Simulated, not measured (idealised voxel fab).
process module | voxel gate over fins
cross-section cut | 220 nm wide | cells 5 nm
A cross-section is a grid of square cells, given in bands from the top down. A band is one or more rows of cells.
Each band's line starts with the height of the band's top and of its bottom, in nm. Then come its materials from left to right, each with its width in nm. One material with "throughout" fills the band from edge to edge. "air" is empty space.
Height 0 is the level under which the wafer as received is all one material. The lowest band goes on downwards, as in "0 down".
A width such as "30 to 40" changes by the same amount from each row of cells to the next, from the band's top row to its bottom row.
"no change" after a step means that no cell of the cross-section changed.
closed voids: empty space of 8 cells or more with no open way to the top, each as width x height at its distance from the left edge, in nm
after a step's settings: what the simulator itself notes on the step
overlay nm, on a step with a mask: how far to the right of its planned place the mask lay; to the left if negative
plan
1 op RECEIVE | material Si
2 op CONFORMAL_DEP | material SiN | thk nm 10
3 op DIRECTIONAL_DEP | material aC | thk nm 15
4 op PATTERN | tone cover | mask id FINS | material resist | width nm 15 | pitch nm 40 | thk nm 35 | overlay nm 0
5 op DIRECTIONAL_ETCH | etch materials aC | depth nm 15
6 op STRIP | etch materials resist
7 op DIRECTIONAL_ETCH | etch materials SiN | depth nm 10
8 op DIRECTIONAL_ETCH | etch materials Si | depth nm 40
9 op STRIP | etch materials aC
10 op OXIDIZE | depth nm 5
11 op FILL_DEP | material SiO2 | thk nm 5
12 op CMP | height nm 10
13 op SELECTIVE_ETCH | etch materials SiO2 | depth nm 25
14 op STRIP | etch materials SiN
15 op CONFORMAL_DEP | material HfO2 | thk nm 5
16 op CONFORMAL_DEP | material TiN | thk nm 5
17 op CONFORMAL_DEP | material TiAl | thk nm 5
18 op CONFORMAL_DEP | material TiN | thk nm 5
19 op FILL_DEP | material W | thk nm 15
20 op CMP | height nm 30
21 op CONFORMAL_DEP | material SiCN | thk nm 5
as received, after step 1
  0 down: Si throughout
  closed voids: none
first wafer at the end, as planned
  35 to 30: SiCN throughout
  30 to 20: W throughout
  20 to 15: W 25 | TiN 165 | W 30
  15 to 10: W 25 | TiN 5 | TiAl 35 | TiN 5 | TiAl 35 | TiN 5 | TiAl 35 | TiN 5 | TiAl 35 | TiN 5 | W 30
  10 to 5: W 25 | TiN 5 | TiAl 5 | TiN 25 | TiAl 5 | TiN 5 | TiAl 5 | TiN 25 | TiAl 5 | TiN 5 | TiAl 5 | TiN 25 | TiAl 5 | TiN 5 | TiAl 5 | TiN 25 | TiAl 5 | TiN 5 | W 30
  5 to 0: TiN 30 | TiAl 5 | TiN 5 | HfO2 15 | TiN 5 | TiAl 5 | TiN 5 | TiAl 5 | TiN 5 | HfO2 15 | TiN 5 | TiAl 5 | TiN 5 | TiAl 5 | TiN 5 | HfO2 15 | TiN 5 | TiAl 5 | TiN 5 | TiAl 5 | TiN 5 | HfO2 15 | TiN 5 | TiAl 5 | TiN 35
  0 to -5: TiAl 35 | TiN 5 | HfO2 5 | Si 5 | HfO2 5 | TiN 5 | TiAl 15 | TiN 5 | HfO2 5 | Si 5 | HfO2 5 | TiN 5 | TiAl 15 | TiN 5 | HfO2 5 | Si 5 | HfO2 5 | TiN 5 | TiAl 15 | TiN 5 | HfO2 5 | Si 5 | HfO2 5 | TiN 5 | TiAl 40
  -5 to -10: TiN 40 | HfO2 5 | Si 5 | HfO2 5 | TiN 25 | HfO2 5 | Si 5 | HfO2 5 | TiN 25 | HfO2 5 | Si 5 | HfO2 5 | TiN 25 | HfO2 5 | Si 5 | HfO2 5 | TiN 45
  -10 to -15: HfO2 45 | Si 5 | HfO2 35 | Si 5 | HfO2 35 | Si 5 | HfO2 35 | Si 5 | HfO2 50
  -15 to -45: SiO2 45 | Si 5 | SiO2 35 | Si 5 | SiO2 35 | Si 5 | SiO2 35 | Si 5 | SiO2 50
  -45 down: Si throughout
  closed voids: none
second wafer at the end: like start, like plan, one mistake
  35 to 30: SiCN throughout
  30 to 20: W throughout
  20 to 15: TiN throughout
  15 to 10: TiAl throughout
  10 to 5: TiN 45 | TiAl 5 | TiN 35 | TiAl 5 | TiN 35 | TiAl 5 | TiN 35 | TiAl 5 | TiN 50
  5 to 0: HfO2 40 | TiN 5 | TiAl 5 | TiN 5 | HfO2 25 | TiN 5 | TiAl 5 | TiN 5 | HfO2 25 | TiN 5 | TiAl 5 | TiN 5 | HfO2 25 | TiN 5 | TiAl 5 | TiN 5 | HfO2 45
  0 to -5: Si 35 | HfO2 5 | TiN 5 | TiAl 5 | TiN 5 | HfO2 5 | Si 15 | HfO2 5 | TiN 5 | TiAl 5 | TiN 5 | HfO2 5 | Si 15 | HfO2 5 | TiN 5 | TiAl 5 | TiN 5 | HfO2 5 | Si 15 | HfO2 5 | TiN 5 | TiAl 5 | TiN 5 | HfO2 5 | Si 40
  -5 to -10: Si 35 | HfO2 5 | TiN 15 | HfO2 5 | Si 15 | HfO2 5 | TiN 15 | HfO2 5 | Si 15 | HfO2 5 | TiN 15 | HfO2 5 | Si 15 | HfO2 5 | TiN 15 | HfO2 5 | Si 40
  -10 to -15: Si 35 | HfO2 25 | Si 15 | HfO2 25 | Si 15 | HfO2 25 | Si 15 | HfO2 25 | Si 40
  -15 to -45: Si 35 | SiO2 25 | Si 15 | SiO2 25 | Si 15 | SiO2 25 | Si 15 | SiO2 25 | Si 40
  -45 down: Si throughout
  closed voids: none
what went wrong: step 4 ran as: op PATTERN | tone open | mask id FINS | material resist | width nm 15 | pitch nm 40 | thk nm 35 | overlay nm 0
at the end the second wafer has, in cells: 180 more of Si | 120 fewer of SiO2 | 12 fewer of TiAl | 15 fewer of TiN | 33 fewer of W
